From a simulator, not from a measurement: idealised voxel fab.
Documented hereafter: the process module known as voxel self aligned vias.
Pictured: cross-section cut, 275 nm wide, on a grid of 5 nm square cells.
Format of a cross-section: grid, square cells. Given as bands. Order: top down. Band: one or more rows of cells.
Top, bottom (nm), then materials left to right with widths (nm); lone material tagged "edge to edge" fills the whole band edge to edge; "empty" = empty space.
Zero point of the height axis is 0; under it, received wafer = one material. Lowest band: continues down indefinitely, "z 0 and below".
You'd read "30 to 40" like this: the band's top row of cells is as wide as the first number, its bottom row is as wide as the second, and going down, every row changes width by the same amount as the row before did.
What does "remained unchanged" mean for a step? It means no cell of the cross-section changed in that step.
What "Sealed-off cavities" gives you is every empty space of 8 cells or more that is cut off from the top. Each appears as width x height at distance, with the distance taken from the left edge and width, height and distance all in nm.
On each step's line, the part that comes after the settings is the simulator's own comment on the step.
overlay nm: right-of-plan distance of the mask on a masked step; negative values mean left-of-plan.
# The planned process steps are enumerated hereunder
- 1: RECEIVE,material Si
- 2: CONFORMAL_DEP,material SiO2,thk nm 10
- 3: CONFORMAL_DEP,material SiCN,thk nm 5
- 4: DIRECTIONAL_DEP,material lowk,thk nm 20
- 5: DIRECTIONAL_DEP,material aC,thk nm 15
- 6: PATTERN,tone open,mask id LINES,material resist,width nm 25,pitch nm 60,thk nm 35,overlay nm 0
- 7: DIRECTIONAL_ETCH,etch materials aC,depth nm 15
- 8: STRIP,etch materials resist
- 9: DIRECTIONAL_ETCH,etch materials lowk,depth nm 20
- 10: STRIP,etch materials aC
- 11: CONFORMAL_DEP,material TiN,thk nm 5
- 12: FILL_DEP,material W,thk nm 5
- 13: CMP,height nm 35
- 14: SELECTIVE_ETCH,etch materials W Ru TiN,depth nm 5
- 15: FILL_DEP,material SiN,thk nm 10
- 16: CMP,height nm 35
- 17: DIRECTIONAL_DEP,material lowk,thk nm 20
- 18: PATTERN,tone open,mask id VIAS,material resist,width nm 35,pitch nm 120,thk nm 20,overlay nm 0
- 19: DIRECTIONAL_ETCH,etch materials lowk,depth nm 20
- 20: DIRECTIONAL_ETCH,etch materials SiN,depth nm 5
- 21: STRIP,etch materials resist
- 22: CONFORMAL_DEP,material TiN,thk nm 5
- 23: FILL_DEP,material W,thk nm 10
- 24: CMP,height nm 55
- 25: CONFORMAL_DEP,material SiCN,thk nm 5
# Cross-sectional view of the wafer in its as-received condition, corresponding to the state after step 1
	z 0 and below = Si edge to edge
	Sealed-off cavities: none
# Run as planned - first of the two wafers cross-sectioned at the end of the module
	z 60 to 55 = SiCN edge to edge
	z 55 to 40 = lowk 60  TiN 5  W 25  TiN 5  lowk 85  TiN 5  W 25  TiN 5  lowk 60
	z 40 to 35 = lowk 60  TiN 10  W 15  TiN 10  lowk 85  TiN 10  W 15  TiN 10  lowk 60
	z 35 to 30 = lowk 65  TiN 25  lowk 35  SiN 25  lowk 35  TiN 25  lowk 65
	z 30 to 20 = lowk 65  TiN 5  W 15  TiN 5  lowk 35  TiN 5  W 15  TiN 5  lowk 35  TiN 5  W 15  TiN 5  lowk 65
	z 20 to 15 = lowk 65  TiN 25  lowk 35  TiN 25  lowk 35  TiN 25  lowk 65
	z 15 to 10 = SiCN edge to edge
	z 10 to 0 = SiO2 edge to edge
	z 0 and below = Si edge to edge
	Sealed-off cavities: none
# Cross-sectional image of the second wafer of the two following completion of the module. Starting state and process plan were the same as for the first wafer; one execution error occurred
	z 60 to 55 = SiCN edge to edge
	z 55 to 40 = lowk 65  TiN 5  W 20  TiN 5  lowk 90  TiN 5  W 20  TiN 5  lowk 60
	z 40 to 35 = lowk 65  TiN 5  W 15  TiN 10  lowk 90  TiN 5  W 15  TiN 10  lowk 60
	z 35 to 30 = lowk 65  TiN 25  lowk 35  SiN 25  lowk 35  TiN 25  lowk 65
	z 30 to 20 = lowk 65  TiN 5  W 15  TiN 5  lowk 35  TiN 5  W 15  TiN 5  lowk 35  TiN 5  W 15  TiN 5  lowk 65
	z 20 to 15 = lowk 65  TiN 25  lowk 35  TiN 25  lowk 35  TiN 25  lowk 65
	z 15 to 10 = SiCN edge to edge
	z 10 to 0 = SiO2 edge to edge
	z 0 and below = Si edge to edge
	Sealed-off cavities: none
Deviation from plan: step 18 ran as: PATTERN,tone open,mask id VIAS,material resist,width nm 30,pitch nm 120,thk nm 20,overlay nm 0
Final difference in cells, second wafer against first, listed per material as more or fewer: TiN: 2 fewer | W: 6 fewer | lowk: 8 more
